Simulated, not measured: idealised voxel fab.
process module | voxel capacitor over wiring
cross-section cut | 155 nm wide | cells 5 nm
A cross-section is a grid of square cells, given in bands from the top down. A band is one or more rows of cells.
Each band's line starts with the height of the band's top and of its bottom, in nm. Then come its materials from left to right, each with its width in nm. One material with "throughout" fills the band from edge to edge. "air" is empty space.
Height 0 is the level under which the wafer as received is all one material. The lowest band goes on downwards, as in "0 down".
A width such as "30 to 40" changes by the same amount from each row of cells to the next, from the band's top row to its bottom row.
"no change" after a step means that no cell of the cross-section changed.
closed voids: empty space of 8 cells or more with no open way to the top, each as width x height at its distance from the left edge, in nm
after a step's settings: what the simulator itself notes on the step
overlay nm, on a step with a mask: how far to the right of its planned place the mask lay; to the left if negative
plan
1 op RECEIVE | material Si
2 op CONFORMAL_DEP | material SiO2 | thk nm 10
3 op CONFORMAL_DEP | material SiCN | thk nm 5
4 op DIRECTIONAL_DEP | material SiO2 | thk nm 25
5 op MASKED_ETCH | tone open | mask id METAL_1 | width nm 25 | pitch nm 95 | etch materials SiO2 | depth nm 25 | overlay nm 0
6 op MASKED_ETCH | tone open | mask id METAL_1 | width nm 25 | pitch nm 95 | etch materials SiCN | depth nm 5 | overlay nm 0
7 op CONFORMAL_DEP | material TiN | thk nm 5
8 op FILL_DEP | material Cu | thk nm 5
9 op CMP | height nm 40
10 op EPI | material Ru | thk nm 5
11 op FILL_DEP | material SiCN | thk nm 5
12 op DIRECTIONAL_DEP | material SiO2 | thk nm 20
13 op MASKED_ETCH | tone open | mask id PLUG_1 | width nm 15 | etch materials SiO2 | depth nm 20 | overlay nm 0
14 op MASKED_ETCH | tone open | mask id PLUG_1 | width nm 15 | etch materials SiCN | depth nm 5 | overlay nm 0
15 op CONFORMAL_DEP | material TiN | thk nm 5
16 op FILL_DEP | material Ru | thk nm 10
17 op CMP | height nm 70
18 op DIRECTIONAL_DEP | material TiN | thk nm 5
19 op DIRECTIONAL_DEP | material SiN | thk nm 5
20 op DIRECTIONAL_DEP | material TiN | thk nm 5
21 op DIRECTIONAL_DEP | material aC | thk nm 15
22 op PATTERN | tone cover | mask id UPPER_PLATE | material resist | width nm 75 | thk nm 35 | overlay nm 0
23 op DIRECTIONAL_ETCH | etch materials aC | depth nm 15
24 op STRIP | etch materials resist
25 op DIRECTIONAL_ETCH | etch materials TiN | depth nm 5
26 op DIRECTIONAL_ETCH | etch materials SiN | depth nm 5
27 op STRIP | etch materials aC
28 op MASKED_ETCH | tone cover | mask id LOWER_PLATE | width nm 85 | etch materials TiN | depth nm 5 | overlay nm 0
29 op FILL_DEP | material SiO2 | thk nm 20
30 op CMP | height nm 100
31 op MASKED_ETCH | tone open | mask id PLUG_2 | width nm 15 | etch materials SiO2 | depth nm 15 | overlay nm 0
32 op CONFORMAL_DEP | material TiN | thk nm 5
33 op FILL_DEP | material Cu | thk nm 5
34 op CMP | height nm 100
35 op CONFORMAL_DEP | material SiCN | thk nm 5
first wafer, as planned
as received, after step 1
  0 down: Si throughout
  closed voids: none
after step 2
  10 to 0: SiO2 throughout
  below 0: unchanged
after step 3
  15 to 10: SiCN throughout
  below 10: unchanged
after step 4
  40 to 15: SiO2 throughout
  below 15: unchanged
after step 5
  40 to 15: SiO2 15 | air 25 | SiO2 70 | air 25 | SiO2 20
  below 15: unchanged
after step 6
  40 to 15: SiO2 15 | air 25 | SiO2 70 | air 25 | SiO2 20
  15 to 10: SiCN 15 | air 25 | SiCN 70 | air 25 | SiCN 20
  below 10: unchanged
after step 7
  45 to 40: TiN 20 | air 15 | TiN 80 | air 15 | TiN 25
  40 to 15: SiO2 15 | TiN 5 | air 15 | TiN 5 | SiO2 70 | TiN 5 | air 15 | TiN 5 | SiO2 20
  15 to 10: SiCN 15 | TiN 25 | SiCN 70 | TiN 25 | SiCN 20
  below 10: unchanged
after step 8
  50 to 45: Cu throughout
  45 to 40: TiN 20 | Cu 15 | TiN 80 | Cu 15 | TiN 25
  40 to 15: SiO2 15 | TiN 5 | Cu 15 | TiN 5 | SiO2 70 | TiN 5 | Cu 15 | TiN 5 | SiO2 20
  below 15: unchanged
after step 9
  40 to 15: SiO2 15 | TiN 5 | Cu 15 | TiN 5 | SiO2 70 | TiN 5 | Cu 15 | TiN 5 | SiO2 20
  below 15: unchanged
after step 10
  45 to 40: air 10 | Ru 35 | air 60 | Ru 35 | air 15
  below 40: unchanged
after step 11
  50 to 45: SiCN throughout
  45 to 40: SiCN 10 | Ru 35 | SiCN 60 | Ru 35 | SiCN 15
  below 40: unchanged
after step 12
  70 to 50: SiO2 throughout
  below 50: unchanged
after step 13
  70 to 50: SiO2 25 | air 15 | SiO2 115
  below 50: unchanged
after step 14
  70 to 50: SiO2 25 | air 15 | SiO2 115
  50 to 45: SiCN 25 | air 15 | SiCN 115
  below 45: unchanged
after step 15
  75 to 70: TiN 30 | air 5 | TiN 120
  70 to 50: SiO2 25 | TiN 5 | air 5 | TiN 5 | SiO2 115
  50 to 45: SiCN 25 | TiN 15 | SiCN 115
  below 45: unchanged
after step 16
  85 to 75: Ru throughout
  75 to 70: TiN 30 | Ru 5 | TiN 120
  70 to 50: SiO2 25 | TiN 5 | Ru 5 | TiN 5 | SiO2 115
  below 50: unchanged
after step 17
  70 to 50: SiO2 25 | TiN 5 | Ru 5 | TiN 5 | SiO2 115
  below 50: unchanged
after step 18
  75 to 70: TiN throughout
  below 70: unchanged
after step 19
  80 to 75: SiN throughout
  below 75: unchanged
after step 20
  85 to 80: TiN throughout
  below 80: unchanged
after step 21
  100 to 85: aC throughout
  below 85: unchanged
after step 22
  135 to 100: air 25 | resist 75 | air 55
  below 100: unchanged
after step 23
  120 to 100: air 25 | resist 75 | air 55
  100 to 85: air 25 | aC 75 | air 55
  below 85: unchanged
after step 24
  100 to 85: air 25 | aC 75 | air 55
  below 85: unchanged
after step 25
  100 to 85: air 25 | aC 75 | air 55
  85 to 80: air 25 | TiN 75 | air 55
  below 80: unchanged
after step 26
  100 to 85: air 25 | aC 75 | air 55
  85 to 80: air 25 | TiN 75 | air 55
  80 to 75: air 25 | SiN 75 | air 55
  below 75: unchanged
after step 27
  85 to 80: air 25 | TiN 75 | air 55
  below 80: unchanged
after step 28
  85 to 80: air 25 | TiN 75 | air 55
  80 to 75: air 25 | SiN 75 | air 55
  75 to 70: air 20 | TiN 85 | air 50
  below 70: unchanged
after step 29
  105 to 85: SiO2 throughout
  85 to 80: SiO2 25 | TiN 75 | SiO2 55
  80 to 75: SiO2 25 | SiN 75 | SiO2 55
  75 to 70: SiO2 20 | TiN 85 | SiO2 50
  below 70: unchanged
after step 30
  100 to 85: SiO2 throughout
  below 85: unchanged
after step 31
  100 to 85: SiO2 35 | air 15 | SiO2 105
  below 85: unchanged
after step 32
  105 to 100: TiN 40 | air 5 | TiN 110
  100 to 90: SiO2 35 | TiN 5 | air 5 | TiN 5 | SiO2 105
  90 to 80: SiO2 35 to 25 | TiN 15 to 75 | SiO2 105 to 55
  below 80: unchanged
after step 33
  110 to 105: Cu throughout
  105 to 100: TiN 40 | Cu 5 | TiN 110
  100 to 90: SiO2 35 | TiN 5 | Cu 5 | TiN 5 | SiO2 105
  below 90: unchanged
after step 34
  100 to 90: SiO2 35 | TiN 5 | Cu 5 | TiN 5 | SiO2 105
  below 90: unchanged
after step 35
  105 to 100: SiCN throughout
  below 100: unchanged
second wafer: like start, like plan, one mistake. Through step 1 it matches the first wafer
when step 2 should have ended
  10 to 0: Cu throughout
  below 0: unchanged
when step 3 should have ended
  15 to 10: SiCN throughout
  below 10: unchanged
when step 4 should have ended
  40 to 15: SiO2 throughout
  below 15: unchanged
when step 5 should have ended
  40 to 15: SiO2 15 | air 25 | SiO2 70 | air 25 | SiO2 20
  below 15: unchanged
when step 6 should have ended
  40 to 15: SiO2 15 | air 25 | SiO2 70 | air 25 | SiO2 20
  15 to 10: SiCN 15 | air 25 | SiCN 70 | air 25 | SiCN 20
  below 10: unchanged
when step 7 should have ended
  45 to 40: TiN 20 | air 15 | TiN 80 | air 15 | TiN 25
  40 to 15: SiO2 15 | TiN 5 | air 15 | TiN 5 | SiO2 70 | TiN 5 | air 15 | TiN 5 | SiO2 20
  15 to 10: SiCN 15 | TiN 25 | SiCN 70 | TiN 25 | SiCN 20
  below 10: unchanged
when step 8 should have ended
  50 to 45: Cu throughout
  45 to 40: TiN 20 | Cu 15 | TiN 80 | Cu 15 | TiN 25
  40 to 15: SiO2 15 | TiN 5 | Cu 15 | TiN 5 | SiO2 70 | TiN 5 | Cu 15 | TiN 5 | SiO2 20
  below 15: unchanged
when step 9 should have ended
  40 to 15: SiO2 15 | TiN 5 | Cu 15 | TiN 5 | SiO2 70 | TiN 5 | Cu 15 | TiN 5 | SiO2 20
  below 15: unchanged
when step 10 should have ended
  45 to 40: air 10 | Ru 35 | air 60 | Ru 35 | air 15
  below 40: unchanged
when step 11 should have ended
  50 to 45: SiCN throughout
  45 to 40: SiCN 10 | Ru 35 | SiCN 60 | Ru 35 | SiCN 15
  below 40: unchanged
when step 12 should have ended
  70 to 50: SiO2 throughout
  below 50: unchanged
when step 13 should have ended
  70 to 50: SiO2 25 | air 15 | SiO2 115
  below 50: unchanged
when step 14 should have ended
  70 to 50: SiO2 25 | air 15 | SiO2 115
  50 to 45: SiCN 25 | air 15 | SiCN 115
  below 45: unchanged
when step 15 should have ended
  75 to 70: TiN 30 | air 5 | TiN 120
  70 to 50: SiO2 25 | TiN 5 | air 5 | TiN 5 | SiO2 115
  50 to 45: SiCN 25 | TiN 15 | SiCN 115
  below 45: unchanged
when step 16 should have ended
  85 to 75: Ru throughout
  75 to 70: TiN 30 | Ru 5 | TiN 120
  70 to 50: SiO2 25 | TiN 5 | Ru 5 | TiN 5 | SiO2 115
  below 50: unchanged
when step 17 should have ended
  70 to 50: SiO2 25 | TiN 5 | Ru 5 | TiN 5 | SiO2 115
  below 50: unchanged
when step 18 should have ended
  75 to 70: TiN throughout
  below 70: unchanged
when step 19 should have ended
  80 to 75: SiN throughout
  below 75: unchanged
when step 20 should have ended
  85 to 80: TiN throughout
  below 80: unchanged
when step 21 should have ended
  100 to 85: aC throughout
  below 85: unchanged
when step 22 should have ended
  135 to 100: air 25 | resist 75 | air 55
  below 100: unchanged
when step 23 should have ended
  120 to 100: air 25 | resist 75 | air 55
  100 to 85: air 25 | aC 75 | air 55
  below 85: unchanged
when step 24 should have ended
  100 to 85: air 25 | aC 75 | air 55
  below 85: unchanged
when step 25 should have ended
  100 to 85: air 25 | aC 75 | air 55
  85 to 80: air 25 | TiN 75 | air 55
  below 80: unchanged
when step 26 should have ended
  100 to 85: air 25 | aC 75 | air 55
  85 to 80: air 25 | TiN 75 | air 55
  80 to 75: air 25 | SiN 75 | air 55
  below 75: unchanged
when step 27 should have ended
  85 to 80: air 25 | TiN 75 | air 55
  below 80: unchanged
when step 28 should have ended
  85 to 80: air 25 | TiN 75 | air 55
  80 to 75: air 25 | SiN 75 | air 55
  75 to 70: air 20 | TiN 85 | air 50
  below 70: unchanged
when step 29 should have ended
  105 to 85: SiO2 throughout
  85 to 80: SiO2 25 | TiN 75 | SiO2 55
  80 to 75: SiO2 25 | SiN 75 | SiO2 55
  75 to 70: SiO2 20 | TiN 85 | SiO2 50
  below 70: unchanged
when step 30 should have ended
  100 to 85: SiO2 throughout
  below 85: unchanged
when step 31 should have ended
  100 to 85: SiO2 35 | air 15 | SiO2 105
  below 85: unchanged
when step 32 should have ended
  105 to 100: TiN 40 | air 5 | TiN 110
  100 to 90: SiO2 35 | TiN 5 | air 5 | TiN 5 | SiO2 105
  90 to 80: SiO2 35 to 25 | TiN 15 to 75 | SiO2 105 to 55
  below 80: unchanged
when step 33 should have ended
  110 to 105: Cu throughout
  105 to 100: TiN 40 | Cu 5 | TiN 110
  100 to 90: SiO2 35 | TiN 5 | Cu 5 | TiN 5 | SiO2 105
  below 90: unchanged
when step 34 should have ended
  100 to 90: SiO2 35 | TiN 5 | Cu 5 | TiN 5 | SiO2 105
  below 90: unchanged
when step 35 should have ended
  105 to 100: SiCN throughout
  below 100: unchanged
what went wrong: step 2 ran as: op CONFORMAL_DEP | material Cu | thk nm 10
at the end the second wafer has, in cells: 62 more of Cu | 62 fewer of SiO2
